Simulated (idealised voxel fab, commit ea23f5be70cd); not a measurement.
The document below concerns the process module designated voxel plated lines.
The figure presents cross-section cut, which has a width of 160 nm and is divided into square cells with an edge length of 5 nm.
Reading order for cross-sections: top band down to bottom band. Underlying form: a grid of square cells. Band size: one or more rows of cells. Look at the band entry: it leads with the top's height and the bottom's height in nm. Then it lists the materials left to right, with a width in nm for each. The word "full width" on a single material says that material fills the band edge to edge. The word "air" is empty space. Heights from 0 (as-received wafer is one material below). Bottom band endless downward, as "0 -> down". The expression "30..40" gives the width at the extremes of the band, the first number at its top row of cells and the second at its bottom row, with the width changing by equal amounts from each row to the next in between. "no alteration" -> step changed no cross-section cell. Voids not open to the top, 8 cells minimum: see "Fully closed voids". Written width x height at distance; distance is from the left edge; nm. Heads up: the bit after the settings on a step's line is the simulator's remark on that step. Regarding "overlay nm": on a step with a mask, it is the distance the mask lay to the right of its planned place; a negative value places it to the left.
## Planned process steps
step 1: RECEIVE,material Si
step 2: CONFORMAL_DEP,material SiO2,thk nm 5
step 3: DIRECTIONAL_DEP,material TiN,thk nm 5
step 4: PATTERN,tone open,mask id LINES,material resist,width nm 15,pitch nm 30,thk nm 25,overlay nm 0
step 5: EPI,material Ru,thk nm 5
step 6: EPI,material Ru,thk nm 5
step 7: STRIP,etch materials resist
step 8: DIRECTIONAL_ETCH,etch materials TiN,depth nm 5
step 9: CONFORMAL_DEP,material SiO2,thk nm 5
## The first of the two wafers, which ran as planned
## As-received state of the wafer in cross-section, equivalent to post-step 1
- 0 -> down | Si full width
- Fully closed voids: none
## After step 2: wafer cross-section
- 5 -> 0 | SiO2 full width
- Heights below 0 show no change.
## After step 3: wafer cross-section
- 10 -> 5 | TiN full width
- Heights below 5 show no change.
## After step 4: wafer cross-section
- 35 -> 10 | resist=55 | air=15 | resist=15 | air=15 | resist=60
- Heights below 10 show no change.
## After step 5: wafer cross-section
- 35 -> 15 | resist=55 | air=15 | resist=15 | air=15 | resist=60
- 15 -> 10 | resist=55 | Ru=15 | resist=15 | Ru=15 | resist=60
- Heights below 10 show no change.
## After step 6: wafer cross-section
- 35 -> 20 | resist=55 | air=15 | resist=15 | air=15 | resist=60
- 20 -> 10 | resist=55 | Ru=15 | resist=15 | Ru=15 | resist=60
- Heights below 10 show no change.
## After step 7: wafer cross-section
- 20 -> 10 | air=55 | Ru=15 | air=15 | Ru=15 | air=60
- Heights below 10 show no change.
## After step 8: wafer cross-section
- 20 -> 10 | air=55 | Ru=15 | air=15 | Ru=15 | air=60
- 10 -> 5 | air=55 | TiN=15 | air=15 | TiN=15 | air=60
- Heights below 5 show no change.
## After step 9: wafer cross-section
- 25 -> 20 | air=50 | SiO2=25 | air=5 | SiO2=25 | air=55
- 20 -> 10 | air=50 | SiO2=5 | Ru=15 | SiO2=5 | air=5 | SiO2=5 | Ru=15 | SiO2=5 | air=55
- 10 -> 5 | SiO2=55 | TiN=15 | SiO2=15 | TiN=15 | SiO2=60
- Heights below 5 show no change.
## The second wafer began exactly as the first did and followed the same plan, but one mistake was made while running it; through step 3 inclusive, the two wafers are identical
## Second wafer profile in section, at the moment step 4 of the plan was meant to be complete
- 35 -> 10 | air=55 | resist=15 | air=15 | resist=15 | air=60
- Heights below 10 show no change.
## Second wafer profile in section, at the moment step 5 of the plan was meant to be complete
- 35 -> 15 | air=55 | resist=15 | air=15 | resist=15 | air=60
- 15 -> 10 | Ru=55 | resist=15 | Ru=15 | resist=15 | Ru=60
- Heights below 10 show no change.
## Second wafer profile in section, at the moment step 6 of the plan was meant to be complete
- 35 -> 20 | air=55 | resist=15 | air=15 | resist=15 | air=60
- 20 -> 10 | Ru=55 | resist=15 | Ru=15 | resist=15 | Ru=60
- Heights below 10 show no change.
## Second wafer profile in section, at the moment step 7 of the plan was meant to be complete
- 20 -> 10 | Ru=55 | air=15 | Ru=15 | air=15 | Ru=60
- Heights below 10 show no change.
## Second wafer profile in section, at the moment step 8 of the plan was meant to be complete
- 20 -> 10 | Ru=55 | air=15 | Ru=15 | air=15 | Ru=60
- 10 -> 5 | TiN=55 | air=15 | TiN=15 | air=15 | TiN=60
- Heights below 5 show no change.
## Second wafer profile in section, at the moment step 9 of the plan was meant to be complete
- 25 -> 20 | SiO2=60 | air=5 | SiO2=25 | air=5 | SiO2=65
- 20 -> 10 | Ru=55 | SiO2=5 | air=5 | SiO2=5 | Ru=15 | SiO2=5 | air=5 | SiO2=5 | Ru=60
- 10 -> 5 | TiN=55 | SiO2=15 | TiN=15 | SiO2=15 | TiN=60
- Heights below 5 show no change.
What broke from the plan during processing? step 4, actual vs plan mismatch, actual run PATTERN,tone cover,mask id LINES,material resist,width nm 15,pitch nm 30,thk nm 25,overlay nm 0
FYI, end of process, the second wafer has more or fewer cells of some materials than the first: Ru +40; TiN +20
